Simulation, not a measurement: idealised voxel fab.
process module | voxel trench capacitor
cross-section cut | 240 nm wide | cells 5 nm
A cross-section is a grid of square cells, given in bands from the top down. A band is one or more rows of cells.
Each band's line starts with the height of the band's top and of its bottom, in nm. Then come its materials from left to right, each with its width in nm. One material with "throughout" fills the band from edge to edge. "air" is empty space.
Height 0 is the level under which the wafer as received is all one material. The lowest band goes on downwards, as in "0 down".
A width such as "30 to 40" changes by the same amount from each row of cells to the next, from the band's top row to its bottom row.
"no change" after a step means that no cell of the cross-section changed.
closed voids: empty space of 8 cells or more with no open way to the top, each as width x height at its distance from the left edge, in nm
after a step's settings: what the simulator itself notes on the step
overlay nm, on a step with a mask: how far to the right of its planned place the mask lay; to the left if negative
plan
1 op RECEIVE | material Si
2 op CONFORMAL_DEP | material SiN | thk nm 10
3 op MASKED_ETCH | tone open | mask id TRENCH | width nm 25 | pitch nm 40 | etch materials SiN | depth nm 10 | overlay nm 0
4 op MASKED_ETCH | tone open | mask id TRENCH | width nm 25 | pitch nm 40 | etch materials Si | depth nm 40 | overlay nm 0
5 op CONFORMAL_DEP | material Al2O3 | thk nm 5
6 op FILL_DEP | material polySi | thk nm 10
7 op CMP | height nm 10
varied across the wafers: thk nm of step 5. The plan shows the first wafer's value. All wafers start alike
first wafer as received, after step 1
  0 down: Si throughout
  closed voids: none
first wafer at the end, after step 7
  10 to 0: SiN 45 | Al2O3 5 | polySi 15 | Al2O3 5 | SiN 15 | Al2O3 5 | polySi 15 | Al2O3 5 | SiN 15 | Al2O3 5 | polySi 15 | Al2O3 5 | SiN 15 | Al2O3 5 | polySi 15 | Al2O3 5 | SiN 50
  0 to -35: Si 45 | Al2O3 5 | polySi 15 | Al2O3 5 | Si 15 | Al2O3 5 | polySi 15 | Al2O3 5 | Si 15 | Al2O3 5 | polySi 15 | Al2O3 5 | Si 15 | Al2O3 5 | polySi 15 | Al2O3 5 | Si 50
  -35 to -40: Si 45 | Al2O3 25 | Si 15 | Al2O3 25 | Si 15 | Al2O3 25 | Si 15 | Al2O3 25 | Si 50
  -40 down: Si throughout
  closed voids: none
last wafer at the end
  10 to 0: SiN 45 | Al2O3 25 | SiN 15 | Al2O3 25 | SiN 15 | Al2O3 25 | SiN 15 | Al2O3 25 | SiN 50
  0 to -40: Si 45 | Al2O3 25 | Si 15 | Al2O3 25 | Si 15 | Al2O3 25 | Si 15 | Al2O3 25 | Si 50
  -40 down: Si throughout
  closed voids: none
each wafer at the end: cells of each material gained (+) or lost (-) since it was received, then its closed voids
thk nm 5 | +92 Al2O3 | -160 Si | +56 SiN | +108 polySi | closed voids: none
thk nm 10 | +168 Al2O3 | -160 Si | +56 SiN | +32 polySi | closed voids: none
thk nm 15 | +200 Al2O3 | -160 Si | +56 SiN | closed voids: none
thk nm 20 | +200 Al2O3 | -160 Si | +56 SiN | closed voids: none
